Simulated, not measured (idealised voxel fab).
Documented hereafter: the process module known as voxel transistor to metal.
Square cells of 5 nm make up the cross-section cut, whose width is 155 nm.
Just so we're on the same page, the cross-sections are grids of square cells, and they're listed out in bands top to bottom, each band one or more rows deep. For a band, the entry starts with two heights in nm, that of the top and then that of the bottom, and carries on with the band's materials in order from left to right, each alongside its width in nm; the word "throughout" beside a single material means it fills the band edge to edge, and "blank" means empty space. Height 0 is the level under which the wafer as received is all one material. The lowest band goes on downwards, as in "top 0, no bottom". Width "30->40": first value at the band's top row of cells, second value at its bottom row, equal change from row to row. What does "identical to before" mean for a step? It means no cell of the cross-section changed in that step. So "Enclosed void inventory" is basically the list of trapped voids: any empty space of 8 cells or more that can't reach the top through an opening. They're written width x height at distance, the distance being from the left edge, and it's all nm. On each step's line, the part that comes after the settings is the simulator's own comment on the step. "overlay nm" on a masked step: distance the mask lay right of its planned place, negative for left.
Steps planned for the process:
- 1: RECEIVE, material Si
- 2: OXIDIZE, depth nm 5
- 3: CONFORMAL_DEP, material SiN, thk nm 15
- 4: DIRECTIONAL_DEP, material aC, thk nm 15
- 5: PATTERN, tone cover, mask id ACTIVE, material resist, width nm 120, thk nm 30, overlay nm 0
- 6: DIRECTIONAL_ETCH, etch materials aC, depth nm 15
- 7: STRIP, etch materials resist
- 8: DIRECTIONAL_ETCH, etch materials SiN, depth nm 15
- 9: DIRECTIONAL_ETCH, etch materials SiO2, depth nm 5
- 10: DIRECTIONAL_ETCH, etch materials Si, depth nm 35
- 11: STRIP, etch materials aC
- 12: FILL_DEP, material SiO2, thk nm 15
- 13: CMP, height nm 15
- 14: SELECTIVE_ETCH, etch materials SiO2, depth nm 5
- 15: STRIP, etch materials SiN
- 16: SELECTIVE_ETCH, etch materials SiO2, depth nm 5
- 17: OXIDIZE, depth nm 5
- 18: DIRECTIONAL_DEP, material polySi, thk nm 20
- 19: DIRECTIONAL_DEP, material SiCN, thk nm 10
- 20: MASKED_ETCH, tone cover, mask id GATE, width nm 30, etch materials SiCN, depth nm 20, overlay nm 0
- 21: MASKED_ETCH, tone cover, mask id GATE, width nm 30, etch materials polySi, depth nm 30, overlay nm 0
- 22: CONFORMAL_DEP, material SiO2, thk nm 5
- 23: DIRECTIONAL_ETCH, etch materials SiO2, depth nm 5
- 24: CONFORMAL_DEP, material SiN, thk nm 10
- 25: DIRECTIONAL_ETCH, etch materials SiN, depth nm 10
- 26: DIRECTIONAL_ETCH, etch materials SiO2, depth nm 5
- 27: DIRECTIONAL_ETCH, etch materials Si, depth nm 15
- 28: EPI, material SiGe, thk nm 15
- 29: FILL_DEP, material SiO2, thk nm 10
- 30: CMP, height nm 15
- 31: STRIP, etch materials polySi
- 32: SELECTIVE_ETCH, etch materials SiO2, depth nm 5
- 33: CONFORMAL_DEP, material HfO2, thk nm 5
- 34: CONFORMAL_DEP, material TiN, thk nm 5
- 35: FILL_DEP, material W, thk nm 10
- 36: CMP, height nm 10
- 37: DIRECTIONAL_DEP, material SiO2, thk nm 15
- 38: DIRECTIONAL_DEP, material aC, thk nm 15
- 39: PATTERN, tone open, mask id CONTACT, material resist, width nm 20, pitch nm 80, thk nm 30, overlay nm 0
- 40: DIRECTIONAL_ETCH, etch materials aC, depth nm 15
- 41: STRIP, etch materials resist
- 42: DIRECTIONAL_ETCH, etch materials SiO2, depth nm 20
- 43: STRIP, etch materials aC
- 44: CONFORMAL_DEP, material TiN, thk nm 5
- 45: FILL_DEP, material W, thk nm 5
- 46: CMP, height nm 25
- 47: DIRECTIONAL_DEP, material TiN, thk nm 5
- 48: DIRECTIONAL_DEP, material W, thk nm 15
- 49: MASKED_ETCH, tone cover, mask id METAL_1, width nm 20, pitch nm 80, etch materials W, depth nm 15, overlay nm 0
- 50: MASKED_ETCH, tone cover, mask id METAL_1, width nm 20, pitch nm 80, etch materials TiN, depth nm 5, overlay nm 0
- 51: FILL_DEP, material SiO2, thk nm 5
- 52: CMP, height nm 45
- 53: CONFORMAL_DEP, material SiCN, thk nm 5
Shown in cross-section is the wafer as received, that is, as it stands after step 1:
top 0, no bottom = Si throughout
Enclosed void inventory: none
Wafer cross-section at module end: first of two, run to plan:
top 50, bottom 45 = SiCN throughout
top 45, bottom 30 = 25 nm SiO2  20 nm W  60 nm SiO2  20 nm W  30 nm SiO2
top 30, bottom 25 = 25 nm SiO2  20 nm TiN  60 nm SiO2  20 nm TiN  30 nm SiO2
top 25, bottom 10 = 25 nm SiO2  5 nm TiN  10 nm W  5 nm TiN  60 nm SiO2  5 nm TiN  10 nm W  5 nm TiN  30 nm SiO2
top 10, bottom 5 = 25 nm SiO2  20 nm TiN  10 nm SiN  5 nm HfO2  5 nm TiN  20 nm W  5 nm TiN  5 nm HfO2  10 nm SiN  20 nm TiN  30 nm SiO2
top 5, bottom 0 = 15 nm SiO2  10 nm SiN  20 nm SiGe  10 nm SiN  5 nm HfO2  5 nm TiN  20 nm W  5 nm TiN  5 nm HfO2  10 nm SiN  20 nm SiGe  10 nm SiN  20 nm SiO2
top 0, bottom -5 = 15 nm SiO2  10 nm SiN  20 nm SiGe  10 nm SiN  5 nm HfO2  30 nm TiN  5 nm HfO2  10 nm SiN  20 nm SiGe  10 nm SiN  20 nm SiO2
top -5, bottom -10 = 25 nm SiO2  20 nm SiGe  10 nm SiO2  40 nm HfO2  10 nm SiO2  20 nm SiGe  30 nm SiO2
top -10, bottom -25 = 15 nm SiO2  10 nm Si  20 nm SiGe  60 nm Si  20 nm SiGe  10 nm Si  20 nm SiO2
top -25, bottom -40 = 15 nm SiO2  120 nm Si  20 nm SiO2
top -40, no bottom = Si throughout
Enclosed void inventory: none
Wafer two, sectioned after the module: the first wafer's start, the first wafer's plan, and one mistake in how it was run:
top 50, bottom 45 = SiCN throughout
top 45, bottom 30 = 25 nm SiO2  20 nm W  60 nm SiO2  20 nm W  30 nm SiO2
top 30, bottom 25 = 25 nm SiO2  20 nm TiN  60 nm SiO2  20 nm TiN  30 nm SiO2
top 25, bottom 10 = 25 nm SiO2  5 nm TiN  10 nm W  5 nm TiN  60 nm SiO2  5 nm TiN  10 nm W  5 nm TiN  30 nm SiO2
top 10, bottom 5 = 25 nm SiO2  20 nm TiN  10 nm SiN  5 nm TiN  30 nm W  5 nm TiN  10 nm SiN  20 nm TiN  30 nm SiO2
top 5, bottom -5 = 15 nm SiO2  10 nm SiN  20 nm SiGe  10 nm SiN  5 nm TiN  30 nm W  5 nm TiN  10 nm SiN  20 nm SiGe  10 nm SiN  20 nm SiO2
top -5, bottom -10 = 25 nm SiO2  20 nm SiGe  10 nm SiO2  40 nm TiN  10 nm SiO2  20 nm SiGe  30 nm SiO2
top -10, bottom -25 = 15 nm SiO2  10 nm Si  20 nm SiGe  60 nm Si  20 nm SiGe  10 nm Si  20 nm SiO2
top -25, bottom -40 = 15 nm SiO2  120 nm Si  20 nm SiO2
top -40, no bottom = Si throughout
Enclosed void inventory: none
Nonconformance to the process plan: step 33 was dropped from the plan's execution and never run
End check, counted in cells, second wafer has more or fewer of these materials than the first: 14 fewer of HfO2 | 4 more of TiN | 10 more of W
